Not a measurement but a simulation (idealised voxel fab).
This section sets out a process module, namely voxel transistor to metal.
We display cut, a cross-section 290 nm in width whose square cells are each 5 nm.
A cross-section is a grid of square cells, given in bands from the top down. A band is one or more rows of cells. First you get the band's top height and its bottom height, in nm, and then the materials it's made of, left to right, with each width in nm. If you see a single material with "throughout", that one covers the band edge to edge. "empty" is empty space. Where do heights start? At 0: under that level the wafer as delivered is made of one material only. And the lowest band has no floor; it just carries on downward, as in "from 0 down". A width such as "30..40" changes by the same amount from each row of cells to the next, from the band's top row to its bottom row. No cell of the cross-section changed in a step that is given as "same as before". Each empty space that has no open way to the top and spans at least 8 cells appears under "Voids, sealed" as width x height at distance, the distance counted from the left edge, all in nm. Text after the settings on a step's line: the simulator's own remark on that step. When a step includes a mask, the "overlay nm" setting on its line states how far to the right of its planned place that mask lay, and negative values state how far to the left. Quick note on how to read the rest: it's all pairs. You get the cross-section before a process step and the one after, but the after one only goes down as far as the lowest band that changed. The step in between, with its settings, sits under the pair. Heads up, the pairs can come from different runs of this module on the same starting wafer, so don't assume a pair picks up from the one above unless its "Pre-step cross-section" entry says it does.
### Pre-step cross-section
    from 10 to 0: 40 empty / 95 SiN / 20 empty / 95 SiN / 40 empty
    from 0 to -15: SiO2 throughout
    from -15 down: Si throughout
    Voids, sealed: none
### Step Outcome
    from 10 to 0: 40 empty / 95 SiN / 20 empty / 95 SiN / 40 empty
    from 0 to -5: 40 empty / 95 SiO2 / 20 empty / 95 SiO2 / 40 empty
    Anything lower than -5 is untouched.
    Voids, sealed: none
The process step bridging the two cross-sections above: MASKED_ETCH with tone cover, mask id ACTIVE, width nm 95, pitch nm 115, etch materials SiO2, depth nm 5, overlay nm 0
Pre-step cross-section: The cross-section prior to this step is the one presented after the step of the pair immediately above.
### Step Outcome
    from 20 to 10: SiO2 throughout
    from 10 to 0: 40 SiO2 / 95 SiN / 20 SiO2 / 95 SiN / 40 SiO2
    from 0 to -15: SiO2 throughout
    Anything lower than -15 is untouched.
    Voids, sealed: none
The process step bridging the two cross-sections above: FILL_DEP with material SiO2, thk nm 10
Pre-step cross-section: The cross-section prior to this step is the one presented after the step of the pair immediately above.
### Step Outcome
    from 10 to 0: 40 SiO2 / 95 SiN / 20 SiO2 / 95 SiN / 40 SiO2
    Anything lower than 0 is untouched.
    Voids, sealed: none
The process step bridging the two cross-sections above: CMP with height nm 10
Pre-step cross-section: The cross-section prior to this step is the one presented after the step of the pair immediately above.
### Step Outcome
    from 10 to 5: 40 empty / 95 SiN / 20 empty / 95 SiN / 40 empty
    Anything lower than 5 is untouched.
    Voids, sealed: none
The process step bridging the two cross-sections above: SELECTIVE_ETCH with etch materials SiO2, depth nm 5
Pre-step cross-section: The cross-section prior to this step is the one presented after the step of the pair immediately above.
### Step Outcome
    from 5 to 0: 40 SiO2 / 95 empty / 20 SiO2 / 95 empty / 40 SiO2
    Anything lower than 0 is untouched.
    Voids, sealed: none
The process step bridging the two cross-sections above: STRIP with etch materials SiN
Pre-step cross-section: The cross-section prior to this step is the one presented after the step of the pair immediately above.
### Step Outcome
    from 0 to -5: 35 SiO2 / 105 empty / 10 SiO2 / 105 empty / 35 SiO2
    Anything lower than -5 is untouched.
    Voids, sealed: none
The process step bridging the two cross-sections above: SELECTIVE_ETCH with etch materials SiO2, depth nm 5
Pre-step cross-section: The cross-section prior to this step is the one presented after the step of the pair immediately above.
### Step Outcome
    from 20 to 15: 35 polySi / 105 empty / 10 polySi / 105 empty / 35 polySi
    from 15 to 0: polySi throughout
    from 0 to -5: 35 SiO2 / 105 polySi / 10 SiO2 / 105 polySi / 35 SiO2
    Anything lower than -5 is untouched.
    Voids, sealed: none
The process step bridging the two cross-sections above: DIRECTIONAL_DEP with material polySi, thk nm 20
Pre-step cross-section: The cross-section prior to this step is the one presented after the step of the pair immediately above.
### Step Outcome
    from 30 to 25: 35 SiCN / 105 empty / 10 SiCN / 105 empty / 35 SiCN
    from 25 to 20: SiCN throughout
    from 20 to 15: 35 polySi / 105 SiCN / 10 polySi / 105 SiCN / 35 polySi
    Anything lower than 15 is untouched.
    Voids, sealed: none
The process step bridging the two cross-sections above: DIRECTIONAL_DEP with material SiCN, thk nm 10
Pre-step cross-section: The cross-section prior to this step is the one presented after the step of the pair immediately above.
### Step Outcome
    from 25 to 20: 80 empty / 15 SiCN / 100 empty / 15 SiCN / 80 empty
    from 20 to 15: 35 polySi / 45 empty / 15 SiCN / 45 empty / 10 polySi / 45 empty / 15 SiCN / 45 empty / 35 polySi
    Anything lower than 15 is untouched.
    Voids, sealed: none
The process step bridging the two cross-sections above: MASKED_ETCH with tone cover, mask id GATE, width nm 15, pitch nm 115, etch materials SiCN, depth nm 20, overlay nm 0
Pre-step cross-section: The cross-section prior to this step is the one presented after the step of the pair immediately above.
### Step Outcome
    from 25 to 15: 80 empty / 15 SiCN / 100 empty / 15 SiCN / 80 empty
    from 15 to 0: 80 empty / 15 polySi / 100 empty / 15 polySi / 80 empty
    from 0 to -5: 35 SiO2 / 45 empty / 15 polySi / 45 empty / 10 SiO2 / 45 empty / 15 polySi / 45 empty / 35 SiO2
    Anything lower than -5 is untouched.
    Voids, sealed: none
The process step bridging the two cross-sections above: MASKED_ETCH with tone cover, mask id GATE, width nm 15, pitch nm 115, etch materials polySi, depth nm 30, overlay nm 0
Pre-step cross-section: The cross-section prior to this step is the one presented after the step of the pair immediately above.
### Step Outcome
    from 30 to 25: 75 empty / 25 SiO2 / 90 empty / 25 SiO2 / 75 empty
    from 25 to 15: 75 empty / 5 SiO2 / 15 SiCN / 5 SiO2 / 90 empty / 5 SiO2 / 15 SiCN / 5 SiO2 / 75 empty
    from 15 to 5: 75 empty / 5 SiO2 / 15 polySi / 5 SiO2 / 90 empty / 5 SiO2 / 15 polySi / 5 SiO2 / 75 empty
    from 5 to 0: 40 SiO2 / 35 empty / 5 SiO2 / 15 polySi / 5 SiO2 / 35 empty / 20 SiO2 / 35 empty / 5 SiO2 / 15 polySi / 5 SiO2 / 35 empty / 40 SiO2
    from 0 to -5: 80 SiO2 / 15 polySi / 100 SiO2 / 15 polySi / 80 SiO2
    Anything lower than -5 is untouched.
    Voids, sealed: none
The process step bridging the two cross-sections above: CONFORMAL_DEP with material SiO2, thk nm 5
Pre-step cross-section: The cross-section prior to this step is the one presented after the step of the pair immediately above.
### Step Outcome
    from 25 to 15: 75 empty / 5 SiO2 / 15 SiCN / 5 SiO2 / 90 empty / 5 SiO2 / 15 SiCN / 5 SiO2 / 75 empty
    from 15 to 0: 75 empty / 5 SiO2 / 15 polySi / 5 SiO2 / 90 empty / 5 SiO2 / 15 polySi / 5 SiO2 / 75 empty
    from 0 to -5: 40 SiO2 / 35 empty / 5 SiO2 / 15 polySi / 5 SiO2 / 35 empty / 20 SiO2 / 35 empty / 5 SiO2 / 15 polySi / 5 SiO2 / 35 empty / 40 SiO2
    Anything lower than -5 is untouched.
    Voids, sealed: none
The process step bridging the two cross-sections above: DIRECTIONAL_ETCH with etch materials SiO2, depth nm 5
Pre-step cross-section: The cross-section prior to this step is the one presented after the step of the pair immediately above.
### Step Outcome
    from 35 to 25: 65 empty / 45 SiN / 70 empty / 45 SiN / 65 empty
    from 25 to 15: 65 empty / 10 SiN / 5 SiO2 / 15 SiCN / 5 SiO2 / 10 SiN / 70 empty / 10 SiN / 5 SiO2 / 15 SiCN / 5 SiO2 / 10 SiN / 65 empty
    from 15 to 10: 65 empty / 10 SiN / 5 SiO2 / 15 polySi / 5 SiO2 / 10 SiN / 70 empty / 10 SiN / 5 SiO2 / 15 polySi / 5 SiO2 / 10 SiN / 65 empty
    from 10 to 5: 50 SiN / 15 empty / 10 SiN / 5 SiO2 / 15 polySi / 5 SiO2 / 10 SiN / 15 empty / 40 SiN / 15 empty / 10 SiN / 5 SiO2 / 15 polySi / 5 SiO2 / 10 SiN / 15 empty / 50 SiN
    from 5 to 0: 75 SiN / 5 SiO2 / 15 polySi / 5 SiO2 / 90 SiN / 5 SiO2 / 15 polySi / 5 SiO2 / 75 SiN
    from 0 to -5: 40 SiO2 / 35 SiN / 5 SiO2 / 15 polySi / 5 SiO2 / 35 SiN / 20 SiO2 / 35 SiN / 5 SiO2 / 15 polySi / 5 SiO2 / 35 SiN / 40 SiO2
    Anything lower than -5 is untouched.
    Voids, sealed: none
The process step bridging the two cross-sections above: CONFORMAL_DEP with material SiN, thk nm 10
Pre-step cross-section: The cross-section prior to this step is the one presented after the step of the pair immediately above.
### Step Outcome
    from 25 to 15: 65 empty / 10 SiN / 5 SiO2 / 15 SiCN / 5 SiO2 / 10 SiN / 70 empty / 10 SiN / 5 SiO2 / 15 SiCN / 5 SiO2 / 10 SiN / 65 empty
    from 15 to 0: 65 empty / 10 SiN / 5 SiO2 / 15 polySi / 5 SiO2 / 10 SiN / 70 empty / 10 SiN / 5 SiO2 / 15 polySi / 5 SiO2 / 10 SiN / 65 empty
    from 0 to -5: 40 SiO2 / 10 SiN / 15 empty / 10 SiN / 5 SiO2 / 15 polySi / 5 SiO2 / 10 SiN / 15 empty / 10 SiN / 20 SiO2 / 10 SiN / 15 empty / 10 SiN / 5 SiO2 / 15 polySi / 5 SiO2 / 10 SiN / 15 empty / 10 SiN / 40 SiO2
    Anything lower than -5 is untouched.
    Voids, sealed: none
The process step bridging the two cross-sections above: DIRECTIONAL_ETCH with etch materials SiN, depth nm 10
Pre-step cross-section: The cross-section prior to this step is the one presented after the step of the pair immediately above.
### Step Outcome
    from 25 to 20: 65 empty / 10 SiN / 5 empty / 15 SiCN / 5 empty / 10 SiN / 70 empty / 10 SiN / 5 empty / 15 SiCN / 5 empty / 10 SiN / 65 empty
    from 20 to 15: 65 empty / 10 SiN / 5 SiO2 / 15 SiCN / 5 SiO2 / 10 SiN / 70 empty / 10 SiN / 5 SiO2 / 15 SiCN / 5 SiO2 / 10 SiN / 65 empty
    from 15 to 0: 65 empty / 10 SiN / 5 SiO2 / 15 polySi / 5 SiO2 / 10 SiN / 70 empty / 10 SiN / 5 SiO2 / 15 polySi / 5 SiO2 / 10 SiN / 65 empty
    from 0 to -5: 40 empty / 10 SiN / 15 empty / 10 SiN / 5 SiO2 / 15 polySi / 5 SiO2 / 10 SiN / 15 empty / 10 SiN / 20 empty / 10 SiN / 15 empty / 10 SiN / 5 SiO2 / 15 polySi / 5 SiO2 / 10 SiN / 15 empty / 10 SiN / 40 empty
    from -5 to -10: 50 SiO2 / 15 empty / 45 SiO2 / 15 empty / 40 SiO2 / 15 empty / 45 SiO2 / 15 empty / 50 SiO2
    Anything lower than -10 is untouched.
    Voids, sealed: none
The process step bridging the two cross-sections above: DIRECTIONAL_ETCH with etch materials SiO2, depth nm 5
Pre-step cross-section: The cross-section prior to this step is the one presented after the step of the pair immediately above.
### Step Outcome
    from 35 to 25: SiO2 throughout
    from 25 to 15: 65 SiO2 / 10 SiN / 5 SiO2 / 15 SiCN / 5 SiO2 / 10 SiN / 70 SiO2 / 10 SiN / 5 SiO2 / 15 SiCN / 5 SiO2 / 10 SiN / 65 SiO2
    from 15 to 0: 65 SiO2 / 10 SiN / 5 SiO2 / 15 polySi / 5 SiO2 / 10 SiN / 70 SiO2 / 10 SiN / 5 SiO2 / 15 polySi / 5 SiO2 / 10 SiN / 65 SiO2
    from 0 to -5: 40 SiO2 / 10 SiN / 15 SiO2 / 10 SiN / 5 SiO2 / 15 polySi / 5 SiO2 / 10 SiN / 15 SiO2 / 10 SiN / 20 SiO2 / 10 SiN / 15 SiO2 / 10 SiN / 5 SiO2 / 15 polySi / 5 SiO2 / 10 SiN / 15 SiO2 / 10 SiN / 40 SiO2
    from -5 to -15: SiO2 throughout
    Anything lower than -15 is untouched.
    Voids, sealed: none
The process step bridging the two cross-sections above: FILL_DEP with material SiO2, thk nm 10
Pre-step cross-section: The cross-section prior to this step is the one presented after the step of the pair immediately above.
### Step Outcome
    from 25 to 15: 65 SiO2 / 10 SiN / 5 SiO2 / 15 SiCN / 5 SiO2 / 10 SiN / 70 SiO2 / 10 SiN / 5 SiO2 / 15 SiCN / 5 SiO2 / 10 SiN / 65 SiO2
    Anything lower than 15 is untouched.
    Voids, sealed: none
The process step bridging the two cross-sections above: CMP with height nm 25
Pre-step cross-section: The cross-section prior to this step is the one presented after the step of the pair immediately above.
### Step Outcome
    from 40 to 25: SiO2 throughout
    Anything lower than 25 is untouched.
    Voids, sealed: none
The process step bridging the two cross-sections above: DIRECTIONAL_DEP with material SiO2, thk nm 15
Pre-step cross-section: The cross-section prior to this step is the one presented after the step of the pair immediately above.
### Step Outcome
    from 55 to 40: 45 resist / 20 empty / 45 resist / 20 empty / 30 resist / 20 empty / 45 resist / 20 empty / 45 resist
    Anything lower than 40 is untouched.
    Voids, sealed: none
The process step bridging the two cross-sections above: PATTERN with tone open, mask id CONTACT, material resist, width nm 20, thk nm 15, overlay nm 0
Pre-step cross-section: The cross-section prior to this step is the one presented after the step of the pair immediately above.
### Step Outcome
    from 55 to 40: 45 resist / 20 empty / 45 resist / 20 empty / 30 resist / 20 empty / 45 resist / 20 empty / 45 resist
    from 40 to 25: 45 SiO2 / 20 empty / 45 SiO2 / 20 empty / 30 SiO2 / 20 empty / 45 SiO2 / 20 empty / 45 SiO2
    from 25 to 15: 45 SiO2 / 20 empty / 10 SiN / 5 SiO2 / 15 SiCN / 5 SiO2 / 10 SiN / 20 empty / 30 SiO2 / 20 empty / 10 SiN / 5 SiO2 / 15 SiCN / 5 SiO2 / 10 SiN / 20 empty / 45 SiO2
    from 15 to 0: 45 SiO2 / 20 empty / 10 SiN / 5 SiO2 / 15 polySi / 5 SiO2 / 10 SiN / 20 empty / 30 SiO2 / 20 empty / 10 SiN / 5 SiO2 / 15 polySi / 5 SiO2 / 10 SiN / 20 empty / 45 SiO2
    Anything lower than 0 is untouched.
    Voids, sealed: none
The process step bridging the two cross-sections above: DIRECTIONAL_ETCH with etch materials SiO2, depth nm 40
Pre-step cross-section: The cross-section prior to this step is the one presented after the step of the pair immediately above.
### Step Outcome
    from 40 to 25: 45 SiO2 / 20 empty / 45 SiO2 / 20 empty / 30 SiO2 / 20 empty / 45 SiO2 / 20 empty / 45 SiO2
    Anything lower than 25 is untouched.
    Voids, sealed: none
The process step bridging the two cross-sections above: STRIP with etch materials resist
Pre-step cross-section: The cross-section prior to this step is the one presented after the step of the pair immediately above.
### Step Outcome
    from 45 to 40: 50 TiN / 10 empty / 55 TiN / 10 empty / 40 TiN / 10 empty / 55 TiN / 10 empty / 50 TiN
    from 40 to 25: 45 SiO2 / 5 TiN / 10 empty / 5 TiN / 45 SiO2 / 5 TiN / 10 empty / 5 TiN / 30 SiO2 / 5 TiN / 10 empty / 5 TiN / 45 SiO2 / 5 TiN / 10 empty / 5 TiN / 45 SiO2
    from 25 to 15: 45 SiO2 / 5 TiN / 10 empty / 5 TiN / 10 SiN / 5 SiO2 / 15 SiCN / 5 SiO2 / 10 SiN / 5 TiN / 10 empty / 5 TiN / 30 SiO2 / 5 TiN / 10 empty / 5 TiN / 10 SiN / 5 SiO2 / 15 SiCN / 5 SiO2 / 10 SiN / 5 TiN / 10 empty / 5 TiN / 45 SiO2
    from 15 to 5: 45 SiO2 / 5 TiN / 10 empty / 5 TiN / 10 SiN / 5 SiO2 / 15 polySi / 5 SiO2 / 10 SiN / 5 TiN / 10 empty / 5 TiN / 30 SiO2 / 5 TiN / 10 empty / 5 TiN / 10 SiN / 5 SiO2 / 15 polySi / 5 SiO2 / 10 SiN / 5 TiN / 10 empty / 5 TiN / 45 SiO2
    from 5 to 0: 45 SiO2 / 20 TiN / 10 SiN / 5 SiO2 / 15 polySi / 5 SiO2 / 10 SiN / 20 TiN / 30 SiO2 / 20 TiN / 10 SiN / 5 SiO2 / 15 polySi / 5 SiO2 / 10 SiN / 20 TiN / 45 SiO2
    Anything lower than 0 is untouched.
    Voids, sealed: none
The process step bridging the two cross-sections above: CONFORMAL_DEP with material TiN, thk nm 5
Pre-step cross-section: The cross-section prior to this step is the one presented after the step of the pair immediately above.
### Step Outcome
    from 55 to 45: W throughout
    from 45 to 40: 50 TiN / 10 W / 55 TiN / 10 W / 40 TiN / 10 W / 55 TiN / 10 W / 50 TiN
    from 40 to 25: 45 SiO2 / 5 TiN / 10 W / 5 TiN / 45 SiO2 / 5 TiN / 10 W / 5 TiN / 30 SiO2 / 5 TiN / 10 W / 5 TiN / 45 SiO2 / 5 TiN / 10 W / 5 TiN / 45 SiO2
    from 25 to 15: 45 SiO2 / 5 TiN / 10 W / 5 TiN / 10 SiN / 5 SiO2 / 15 SiCN / 5 SiO2 / 10 SiN / 5 TiN / 10 W / 5 TiN / 30 SiO2 / 5 TiN / 10 W / 5 TiN / 10 SiN / 5 SiO2 / 15 SiCN / 5 SiO2 / 10 SiN / 5 TiN / 10 W / 5 TiN / 45 SiO2
    from 15 to 5: 45 SiO2 / 5 TiN / 10 W / 5 TiN / 10 SiN / 5 SiO2 / 15 polySi / 5 SiO2 / 10 SiN / 5 TiN / 10 W / 5 TiN / 30 SiO2 / 5 TiN / 10 W / 5 TiN / 10 SiN / 5 SiO2 / 15 polySi / 5 SiO2 / 10 SiN / 5 TiN / 10 W / 5 TiN / 45 SiO2
    Anything lower than 5 is untouched.
    Voids, sealed: none
The process step bridging the two cross-sections above: FILL_DEP with material W, thk nm 10
Pre-step cross-section: The cross-section prior to this step is the one presented after the step of the pair immediately above.
### Step Outcome
    from 40 to 25: 45 SiO2 / 5 TiN / 10 W / 5 TiN / 45 SiO2 / 5 TiN / 10 W / 5 TiN / 30 SiO2 / 5 TiN / 10 W / 5 TiN / 45 SiO2 / 5 TiN / 10 W / 5 TiN / 45 SiO2
    Anything lower than 25 is untouched.
    Voids, sealed: none
The process step bridging the two cross-sections above: CMP with height nm 40
Pre-step cross-section: The cross-section prior to this step is the one presented after the step of the pair immediately above.
### Step Outcome
    from 45 to 40: SiN throughout
    Anything lower than 40 is untouched.
    Voids, sealed: none
The process step bridging the two cross-sections above: CONFORMAL_DEP with material SiN, thk nm 5
Pre-step cross-section: The cross-section prior to this step is the one presented after the step of the pair immediately above.
### Step Outcome
    from 65 to 45: lowk throughout
    Anything lower than 45 is untouched.
    Voids, sealed: none
The process step bridging the two cross-sections above: DIRECTIONAL_DEP with material lowk, thk nm 20
Pre-step cross-section: The cross-section prior to this step is the one presented after the step of the pair immediately above.
### Step Outcome
    from 75 to 65: aC throughout
    Anything lower than 65 is untouched.
    Voids, sealed: none
The process step bridging the two cross-sections above: DIRECTIONAL_DEP with material aC, thk nm 10
Pre-step cross-section: The cross-section prior to this step is the one presented after the step of the pair immediately above.
### Step Outcome
    from 100 to 75: 45 resist / 20 empty / 45 resist / 20 empty / 30 resist / 20 empty / 45 resist / 20 empty / 45 resist
    Anything lower than 75 is untouched.
    Voids, sealed: none
The process step bridging the two cross-sections above: PATTERN with tone open, mask id METAL_1, material resist, width nm 20, thk nm 25, overlay nm 0
Pre-step cross-section: The cross-section prior to this step is the one presented after the step of the pair immediately above.
### Step Outcome
    from 90 to 75: 45 resist / 20 empty / 45 resist / 20 empty / 30 resist / 20 empty / 45 resist / 20 empty / 45 resist
    from 75 to 65: 45 aC / 20 empty / 45 aC / 20 empty / 30 aC / 20 empty / 45 aC / 20 empty / 45 aC
    Anything lower than 65 is untouched.
    Voids, sealed: none
The process step bridging the two cross-sections above: DIRECTIONAL_ETCH with etch materials aC, depth nm 10
Pre-step cross-section: The cross-section prior to this step is the one presented after the step of the pair immediately above.
### Step Outcome
    from 75 to 65: 45 aC / 20 empty / 45 aC / 20 empty / 30 aC / 20 empty / 45 aC / 20 empty / 45 aC
    Anything lower than 65 is untouched.
    Voids, sealed: none
The process step bridging the two cross-sections above: STRIP with etch materials resist
Pre-step cross-section: The cross-section prior to this step is the one presented after the step of the pair immediately above.
### Step Outcome
    from 75 to 65: 45 aC / 20 empty / 45 aC / 20 empty / 30 aC / 20 empty / 45 aC / 20 empty / 45 aC
    from 65 to 45: 45 lowk / 20 empty / 45 lowk / 20 empty / 30 lowk / 20 empty / 45 lowk / 20 empty / 45 lowk
    Anything lower than 45 is untouched.
    Voids, sealed: none
The process step bridging the two cross-sections above: DIRECTIONAL_ETCH with etch materials lowk, depth nm 20
Pre-step cross-section: The cross-section prior to this step is the one presented after the step of the pair immediately above.
### Step Outcome
    from 75 to 65: 45 aC / 20 empty / 45 aC / 20 empty / 30 aC / 20 empty / 45 aC / 20 empty / 45 aC
    from 65 to 45: 45 lowk / 20 empty / 45 lowk / 20 empty / 30 lowk / 20 empty / 45 lowk / 20 empty / 45 lowk
    from 45 to 40: 45 SiN / 20 empty / 45 SiN / 20 empty / 30 SiN / 20 empty / 45 SiN / 20 empty / 45 SiN
    Anything lower than 40 is untouched.
    Voids, sealed: none
The process step bridging the two cross-sections above: DIRECTIONAL_ETCH with etch materials SiN, depth nm 5
Pre-step cross-section: The cross-section prior to this step is the one presented after the step of the pair immediately above.
### Step Outcome
    from 65 to 45: 45 lowk / 20 empty / 45 lowk / 20 empty / 30 lowk / 20 empty / 45 lowk / 20 empty / 45 lowk
    Anything lower than 45 is untouched.
    Voids, sealed: none
The process step bridging the two cross-sections above: STRIP with etch materials aC
Pre-step cross-section: The cross-section prior to this step is the one presented after the step of the pair immediately above.
### Step Outcome
    from 70 to 65: 50 TiN / 10 empty / 55 TiN / 10 empty / 40 TiN / 10 empty / 55 TiN / 10 empty / 50 TiN
    from 65 to 45: 45 lowk / 5 TiN / 10 empty / 5 TiN / 45 lowk / 5 TiN / 10 empty / 5 TiN / 30 lowk / 5 TiN / 10 empty / 5 TiN / 45 lowk / 5 TiN / 10 empty / 5 TiN / 45 lowk
    from 45 to 40: 45 SiN / 20 TiN / 45 SiN / 20 TiN / 30 SiN / 20 TiN / 45 SiN / 20 TiN / 45 SiN
    Anything lower than 40 is untouched.
    Voids, sealed: none
The process step bridging the two cross-sections above: CONFORMAL_DEP with material TiN, thk nm 5
Pre-step cross-section: The cross-section prior to this step is the one presented after the step of the pair immediately above.
### Step Outcome
    from 75 to 70: Cu throughout
    from 70 to 65: 50 TiN / 10 Cu / 55 TiN / 10 Cu / 40 TiN / 10 Cu / 55 TiN / 10 Cu / 50 TiN
    from 65 to 45: 45 lowk / 5 TiN / 10 Cu / 5 TiN / 45 lowk / 5 TiN / 10 Cu / 5 TiN / 30 lowk / 5 TiN / 10 Cu / 5 TiN / 45 lowk / 5 TiN / 10 Cu / 5 TiN / 45 lowk
    Anything lower than 45 is untouched.
    Voids, sealed: none
The process step bridging the two cross-sections above: FILL_DEP with material Cu, thk nm 5
Pre-step cross-section: The cross-section prior to this step is the one presented after the step of the pair immediately above.
### Step Outcome
    from 65 to 45: 45 lowk / 5 TiN / 10 Cu / 5 TiN / 45 lowk / 5 TiN / 10 Cu / 5 TiN / 30 lowk / 5 TiN / 10 Cu / 5 TiN / 45 lowk / 5 TiN / 10 Cu / 5 TiN / 45 lowk
    Anything lower than 45 is untouched.
    Voids, sealed: none
The process step bridging the two cross-sections above: CMP with height nm 65
Pre-step cross-section: The cross-section prior to this step is the one presented after the step of the pair immediately above.
### Step Outcome
    from 70 to 65: SiCN throughout
    Anything lower than 65 is untouched.
    Voids, sealed: none
The process step bridging the two cross-sections above: CONFORMAL_DEP with material SiCN, thk nm 5
Pre-step cross-section: The cross-section prior to this step is the one presented after the step of the pair immediately above.
### Step Outcome
    from 100 to 70: lowk throughout
    Anything lower than 70 is untouched.
    Voids, sealed: none
The process step bridging the two cross-sections above: DIRECTIONAL_DEP with material lowk, thk nm 30
Pre-step cross-section: The cross-section prior to this step is the one presented after the step of the pair immediately above.
### Step Outcome
    from 115 to 100: aC throughout
    Anything lower than 100 is untouched.
    Voids, sealed: none
The process step bridging the two cross-sections above: DIRECTIONAL_DEP with material aC, thk nm 15
Pre-step cross-section: The cross-section prior to this step is the one presented after the step of the pair immediately above.
### Step Outcome
    from 150 to 115: 45 resist / 20 empty / 95 resist / 20 empty / 110 resist
    Anything lower than 115 is untouched.
    Voids, sealed: none
The process step bridging the two cross-sections above: PATTERN with tone open, mask id METAL_2, material resist, width nm 20, pitch nm 115, thk nm 35, overlay nm 0
Pre-step cross-section: The cross-section prior to this step is the one presented after the step of the pair immediately above.
### Step Outcome
    from 135 to 115: 45 resist / 20 empty / 95 resist / 20 empty / 110 resist
    from 115 to 100: 45 aC / 20 empty / 95 aC / 20 empty / 110 aC
    Anything lower than 100 is untouched.
    Voids, sealed: none
The process step bridging the two cross-sections above: DIRECTIONAL_ETCH with etch materials aC, depth nm 15
Pre-step cross-section: The cross-section prior to this step is the one presented after the step of the pair immediately above.
### Step Outcome
    from 115 to 100: 45 aC / 20 empty / 95 aC / 20 empty / 110 aC
    Anything lower than 100 is untouched.
    Voids, sealed: none
The process step bridging the two cross-sections above: STRIP with etch materials resist
Pre-step cross-section: The cross-section prior to this step is the one presented after the step of the pair immediately above.
### Step Outcome
    from 115 to 100: 45 aC / 20 empty / 95 aC / 20 empty / 110 aC
    from 100 to 80: 45 lowk / 20 empty / 95 lowk / 20 empty / 110 lowk
    Anything lower than 80 is untouched.
    Voids, sealed: none
The process step bridging the two cross-sections above: DIRECTIONAL_ETCH with etch materials lowk, depth nm 20
Pre-step cross-section: The cross-section prior to this step is the one presented after the step of the pair immediately above.
### Step Outcome
    from 100 to 80: 45 lowk / 20 empty / 95 lowk / 20 empty / 110 lowk
    Anything lower than 80 is untouched.
    Voids, sealed: none
The process step bridging the two cross-sections above: STRIP with etch materials aC
Pre-step cross-section: The cross-section prior to this step is the one presented after the step of the pair immediately above.
### Step Outcome
    from 100 to 80: 45 lowk / 20 empty / 95 lowk / 20 empty / 110 lowk
    from 80 to 70: 45 lowk / 15 empty / 100 lowk / 15 empty / 115 lowk
    Anything lower than 70 is untouched.
    Voids, sealed: none
The process step bridging the two cross-sections above: MASKED_ETCH with tone open, mask id METAL_2_HOLES, width nm 15, pitch nm 115, etch materials lowk, depth nm 10, overlay nm 0
Pre-step cross-section: The cross-section prior to this step is the one presented after the step of the pair immediately above.
### Step Outcome
    from 100 to 80: 45 lowk / 20 empty / 95 lowk / 20 empty / 110 lowk
    from 80 to 70: 45 lowk / 15 empty / 100 lowk / 15 empty / 115 lowk
    from 70 to 65: 45 SiCN / 15 empty / 100 SiCN / 15 empty / 115 SiCN
    Anything lower than 65 is untouched.
    Voids, sealed: none
The process step bridging the two cross-sections above: MASKED_ETCH with tone open, mask id METAL_2_HOLES, width nm 15, pitch nm 115, etch materials SiCN, depth nm 5, overlay nm 0
Pre-step cross-section: The cross-section prior to this step is the one presented after the step of the pair immediately above.
### Step Outcome
    from 105 to 100: 50 TiN / 10 empty / 105 TiN / 10 empty / 115 TiN
    from 100 to 85: 45 lowk / 5 TiN / 10 empty / 5 TiN / 95 lowk / 5 TiN / 10 empty / 5 TiN / 110 lowk
    from 85 to 80: 45 lowk / 5 TiN / 5 empty / 10 TiN / 95 lowk / 5 TiN / 5 empty / 10 TiN / 110 lowk
    from 80 to 70: 45 lowk / 5 TiN / 5 empty / 5 TiN / 100 lowk / 5 TiN / 5 empty / 5 TiN / 115 lowk
    from 70 to 65: 45 SiCN / 15 TiN / 100 SiCN / 15 TiN / 115 SiCN
    Anything lower than 65 is untouched.
    Voids, sealed: none
The process step bridging the two cross-sections above: CONFORMAL_DEP with material TiN, thk nm 5
Pre-step cross-section: The cross-section prior to this step is the one presented after the step of the pair immediately above.
### Step Outcome
    from 110 to 105: Cu throughout
    from 105 to 100: 50 TiN / 10 Cu / 105 TiN / 10 Cu / 115 TiN
    from 100 to 85: 45 lowk / 5 TiN / 10 Cu / 5 TiN / 95 lowk / 5 TiN / 10 Cu / 5 TiN / 110 lowk
    from 85 to 80: 45 lowk / 5 TiN / 5 Cu / 10 TiN / 95 lowk / 5 TiN / 5 Cu / 10 TiN / 110 lowk
    from 80 to 70: 45 lowk / 5 TiN / 5 Cu / 5 TiN / 100 lowk / 5 TiN / 5 Cu / 5 TiN / 115 lowk
    Anything lower than 70 is untouched.
    Voids, sealed: none
The process step bridging the two cross-sections above: FILL_DEP with material Cu, thk nm 5
Pre-step cross-section: The cross-section prior to this step is the one presented after the step of the pair immediately above.
### Step Outcome
    from 100 to 85: 45 lowk / 5 TiN / 10 Cu / 5 TiN / 95 lowk / 5 TiN / 10 Cu / 5 TiN / 110 lowk
    Anything lower than 85 is untouched.
    Voids, sealed: none
The process step bridging the two cross-sections above: CMP with height nm 100
Pre-step cross-section: The cross-section prior to this step is the one presented after the step of the pair immediately above.
### Step Outcome
    from 105 to 100: SiCN throughout
    Anything lower than 100 is untouched.
    Voids, sealed: none
The process step bridging the two cross-sections above: CONFORMAL_DEP with material SiCN, thk nm 5
